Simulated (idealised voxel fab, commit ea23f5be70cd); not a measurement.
Name of the process module below: voxel ribs on slabs
Cross-section cut spans 200 nm and uses square cells 5 nm in size.
Heads up, the way a cross-section reads in here is a grid of square cells, handed over as bands from the top down, with every band being one or more rows of cells. Within each band entry, the heights of the top and of the bottom of the band appear first, in that order and in nm; the materials of the band then follow from left to right, each with its corresponding width in nm. The designation "full width" on a single material indicates that it fills the band from edge to edge; the designation "blank" indicates empty space. All heights in this document are referenced to 0, defined as the level beneath which the wafer, as received, consists entirely of one material. The lowest band is not bounded below; it extends indefinitely downward and is written in the form "0 down". A two-number width, for instance "30->40", indicates that the width is equal to the first number in the top row of the band and to the second number in the bottom row, and that it changes by a constant amount per row of cells. "left unchanged" means the step left every cell of the cross-section as it was. Each empty space that has no open way to the top and spans at least 8 cells appears under "Voids, fully enclosed" as width x height at distance, the distance counted from the left edge, all in nm. On a step's line, text after the settings is the simulator commenting on that step. "overlay nm" answers the question of how far to the right of plan the mask lay on a step that has a mask, and when it is negative the answer is to the left.
Listed below are the process steps as planned
1. RECEIVE (material Si)
2. DIRECTIONAL_DEP (material SiO2; thk nm 20)
3. DIRECTIONAL_DEP (material SiN; thk nm 20)
4. DIRECTIONAL_DEP (material aC; thk nm 10)
5. PATTERN (tone cover; mask id RIB; material resist; width nm 20; thk nm 25; overlay nm 0)
6. DIRECTIONAL_ETCH (etch materials aC; depth nm 10)
7. STRIP (etch materials resist)
8. DIRECTIONAL_ETCH (etch materials SiN; depth nm 10)
9. STRIP (etch materials aC)
10. DIRECTIONAL_DEP (material aC; thk nm 15)
11. PATTERN (tone cover; mask id SLAB; material resist; width nm 50; thk nm 30; overlay nm 0)
12. DIRECTIONAL_ETCH (etch materials aC; depth nm 15)
13. STRIP (etch materials resist)
14. DIRECTIONAL_ETCH (etch materials SiN; depth nm 10)
15. STRIP (etch materials aC)
16. FILL_DEP (material SiO2; thk nm 30)
17. CMP (height nm 60)
18. DIRECTIONAL_DEP (material TiN; thk nm 5)
19. MASKED_ETCH (tone cover; mask id HEATER; width nm 30; etch materials TiN; depth nm 5; overlay nm 0)
20. CONFORMAL_DEP (material SiN; thk nm 5)
Cross-sectional view of the wafer in its as-received condition, corresponding to the state after step 1
0 down  Si full width
Voids, fully enclosed: none
Final cross-section, module run with one mistake (start and plan as above)
70 to 65  90 of SiN; 20 of blank; 90 of SiN
65 to 60  85 of TiN; 30 of SiN; 85 of TiN
60 to 40  SiO2 full width
40 to 30  90 of SiO2; 20 of SiN; 90 of SiO2
30 to 20  75 of SiO2; 50 of SiN; 75 of SiO2
20 to 0  SiO2 full width
0 down  Si full width
Voids, fully enclosed: none
The plan and the run diverged here: the process deviated at step 19: the operation and settings actually run there were MASKED_ETCH (tone open; mask id HEATER; width nm 30; etch materials TiN; depth nm 5; overlay nm 0)
